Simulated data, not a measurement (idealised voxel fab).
Process module in this document: voxel fin reveal
Shown is cross-section cut, with a width of 250 nm and square cells of size 5 nm.
We lay out every cross-section as a grid of square cells and spell it out in bands from the top down, where one band means one or more rows of cells. Band entry format. Leading values: height of top, height of bottom, nm. Remainder: materials in left-to-right order, each with its width in nm. Special words: "throughout" on a single material, which then fills the band edge to edge; "empty", empty space. Height reference: 0 = level under which incoming wafer is all one material. Lowest band: no bottom, runs on downward, e.g. "0 -> down". Per-row width for "30->40": begins at first number (top row of band), ends at second number (bottom row), increment between rows held constant. Any step labelled "remained the same" changed none of the cells in the cross-section. The entry titled "Sealed voids" provides the empty spaces that have no open way to the top, restricted to those of 8 cells or more. Each is presented as width x height at distance, the distance being measured from the left edge, with all three in nm. Formally, on a step line, whatever follows the settings is a remark that the simulator itself makes on the step. For masked steps, "overlay nm" on the step line gives how far right of plan the mask actually lay; a minus sign means it lay to the left.

Steps planned for the process
1: RECEIVE: material Si
2: CONFORMAL_DEP: material SiN, thk nm 5
3: DIRECTIONAL_DEP: material aC, thk nm 15
4: PATTERN: tone cover, mask id FINS, material resist, width nm 15, pitch nm 35, thk nm 35, overlay nm 0
5: DIRECTIONAL_ETCH: etch materials aC, depth nm 15
6: STRIP: etch materials resist
7: DIRECTIONAL_ETCH: etch materials SiN, depth nm 5
8: DIRECTIONAL_ETCH: etch materials Si, depth nm 35
9: STRIP: etch materials aC
10: OXIDIZE: depth nm 5
11: FILL_DEP: material SiO2, thk nm 15
12: CMP: height nm 5
13: SELECTIVE_ETCH: etch materials SiO2, depth nm 25
14: STRIP: etch materials SiN

As-received state of the wafer in cross-section, equivalent to post-step 1
- 0 -> down | Si throughout
- Sealed voids: none

Post-module cross-section of the first of two wafers (run per plan)
- 0 -> -20 | empty: 85 | Si: 5 | empty: 30 | Si: 5 | empty: 30 | Si: 5 | empty: 90
- -20 -> -40 | SiO2: 85 | Si: 5 | SiO2: 30 | Si: 5 | SiO2: 30 | Si: 5 | SiO2: 90
- -40 -> down | Si throughout
- Sealed voids: none

Presented here is a cross-section of the second of the two wafers as it stood at the end of the module. It was started in the same manner and assigned the same plan as the first wafer; however, one mistake was made in its execution
- 5 -> 0 | empty: 80 | SiN: 15 | empty: 20 | SiN: 15 | empty: 20 | SiN: 15 | empty: 85
- 0 -> -40 | empty: 85 | Si: 5 | empty: 30 | Si: 5 | empty: 30 | Si: 5 | empty: 90
- -40 -> down | Si throughout
- Sealed voids: none
The plan and the run diverged here: heads up, step 14 didn't go per plan, it actually ran as STRIP: etch materials SiO2
Wafer comparison, final, in cells, second relative to first, materials more or fewer: 9 more of SiN, 188 fewer of SiO2
